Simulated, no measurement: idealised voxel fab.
Herein follows the process module entitled voxel gate over fins.
We display cut, a cross-section 250 nm in width whose square cells are each 5 nm.
This document writes a cross-section as a grid whose cells are square, and gives it as bands, listed from the top down; one or more rows of cells form a band. Band entry format. Leading values: height of top, height of bottom, nm. Remainder: materials in left-to-right order, each with its width in nm. Special words: "edge to edge" on a single material, which then fills the band edge to edge; "blank", empty space. The reference from which all heights are counted is 0, the level beneath which the as-received wafer is entirely one material; the lowest band, having no lower bound, proceeds downward and is written after the example "z 0 and below". With a width like "30 to 40", each row of cells in the band differs from the next by the same amount, the top row carrying the first number and the bottom row the second. "remained the same" after a step means that no cell of the cross-section changed. You'll see "Closed internal cavities" listing empty spaces that have no way open to the top, as long as they're 8 cells or more; the notation is width x height at distance, where the distance is from the left edge, and all of it is in nm. Past the settings on a step's line: simulator remark, on that step. overlay nm: on a step with a mask, how far right of its planned place the mask lay; negative means left.
[The process steps that were planned are listed below]
1. RECEIVE (material Si)
2. CONFORMAL_DEP (material SiN; thk nm 5)
3. PATTERN (tone cover; mask id FINS; material resist; width nm 15; pitch nm 35; thk nm 20; overlay nm 0)
4. DIRECTIONAL_ETCH (etch materials SiN; depth nm 5)
5. DIRECTIONAL_ETCH (etch materials Si; depth nm 30)
6. STRIP (etch materials resist)
7. FILL_DEP (material SiO2; thk nm 10)
8. CMP (height nm 5)
9. SELECTIVE_ETCH (etch materials SiO2; depth nm 15)
10. STRIP (etch materials SiN)
11. CONFORMAL_DEP (material HfO2; thk nm 5)
12. CONFORMAL_DEP (material TiN; thk nm 5)
13. FILL_DEP (material W; thk nm 15)
14. CMP (height nm 20)
15. CONFORMAL_DEP (material SiN; thk nm 5)
[What follows covers the first of two wafers; it ran as planned]
[As-received state of the wafer in cross-section, equivalent to post-step 1]
	z 0 and below = Si edge to edge
	Closed internal cavities: none
[after step 2]
	z 5 to 0 = SiN edge to edge
	No changes below 0.
[after step 3]
	z 25 to 5 = blank: 80 / resist: 15 / blank: 20 / resist: 15 / blank: 20 / resist: 15 / blank: 85
	No changes below 5.
[after step 4]
	z 25 to 5 = blank: 80 / resist: 15 / blank: 20 / resist: 15 / blank: 20 / resist: 15 / blank: 85
	z 5 to 0 = blank: 80 / SiN: 15 / blank: 20 / SiN: 15 / blank: 20 / SiN: 15 / blank: 85
	No changes below 0.
[after step 5]
	z 25 to 5 = blank: 80 / resist: 15 / blank: 20 / resist: 15 / blank: 20 / resist: 15 / blank: 85
	z 5 to 0 = blank: 80 / SiN: 15 / blank: 20 / SiN: 15 / blank: 20 / SiN: 15 / blank: 85
	z 0 to -30 = blank: 80 / Si: 15 / blank: 20 / Si: 15 / blank: 20 / Si: 15 / blank: 85
	No changes below -30.
[after step 6]
	z 5 to 0 = blank: 80 / SiN: 15 / blank: 20 / SiN: 15 / blank: 20 / SiN: 15 / blank: 85
	No changes below 0.
[after step 7]
	z 15 to 5 = SiO2 edge to edge
	z 5 to 0 = SiO2: 80 / SiN: 15 / SiO2: 20 / SiN: 15 / SiO2: 20 / SiN: 15 / SiO2: 85
	z 0 to -30 = SiO2: 80 / Si: 15 / SiO2: 20 / Si: 15 / SiO2: 20 / Si: 15 / SiO2: 85
	No changes below -30.
[after step 8]
	z 5 to 0 = SiO2: 80 / SiN: 15 / SiO2: 20 / SiN: 15 / SiO2: 20 / SiN: 15 / SiO2: 85
	No changes below 0.
[after step 9]
	z 5 to 0 = blank: 80 / SiN: 15 / blank: 20 / SiN: 15 / blank: 20 / SiN: 15 / blank: 85
	z 0 to -10 = blank: 80 / Si: 15 / blank: 20 / Si: 15 / blank: 20 / Si: 15 / blank: 85
	No changes below -10.
[after step 10]
	z 0 to -10 = blank: 80 / Si: 15 / blank: 20 / Si: 15 / blank: 20 / Si: 15 / blank: 85
	No changes below -10.
[after step 11]
	z 5 to 0 = blank: 75 / HfO2: 25 / blank: 10 / HfO2: 25 / blank: 10 / HfO2: 25 / blank: 80
	z 0 to -5 = blank: 75 / HfO2: 5 / Si: 15 / HfO2: 5 / blank: 10 / HfO2: 5 / Si: 15 / HfO2: 5 / blank: 10 / HfO2: 5 / Si: 15 / HfO2: 5 / blank: 80
	z -5 to -10 = HfO2: 80 / Si: 15 / HfO2: 20 / Si: 15 / HfO2: 20 / Si: 15 / HfO2: 85
	No changes below -10.
[after step 12]
	z 10 to 5 = blank: 70 / TiN: 105 / blank: 75
	z 5 to 0 = blank: 70 / TiN: 5 / HfO2: 25 / TiN: 10 / HfO2: 25 / TiN: 10 / HfO2: 25 / TiN: 5 / blank: 75
	z 0 to -5 = TiN: 75 / HfO2: 5 / Si: 15 / HfO2: 5 / TiN: 10 / HfO2: 5 / Si: 15 / HfO2: 5 / TiN: 10 / HfO2: 5 / Si: 15 / HfO2: 5 / TiN: 80
	No changes below -5.
[after step 13]
	z 25 to 10 = W edge to edge
	z 10 to 5 = W: 70 / TiN: 105 / W: 75
	z 5 to 0 = W: 70 / TiN: 5 / HfO2: 25 / TiN: 10 / HfO2: 25 / TiN: 10 / HfO2: 25 / TiN: 5 / W: 75
	No changes below 0.
[after step 14]
	z 20 to 10 = W edge to edge
	No changes below 10.
[after step 15]
	z 25 to 20 = SiN edge to edge
	No changes below 20.
[Companion wafer, the second of two: same beginning, same intended sequence, one mistake in carrying it out; through step 14 inclusive it tracks the first exactly]
[Cross-section of the second wafer corresponding to the planned conclusion of step 15]
	z 35 to 20 = SiN edge to edge
	No changes below 20.
Against the plan, the run slipped here: planned and actual differ for step 15; actual: CONFORMAL_DEP (material SiN; thk nm 15)
It is noted that, at the conclusion of processing, the second wafer exhibits a higher or lower cell count for certain materials relative to the first: SiN +100
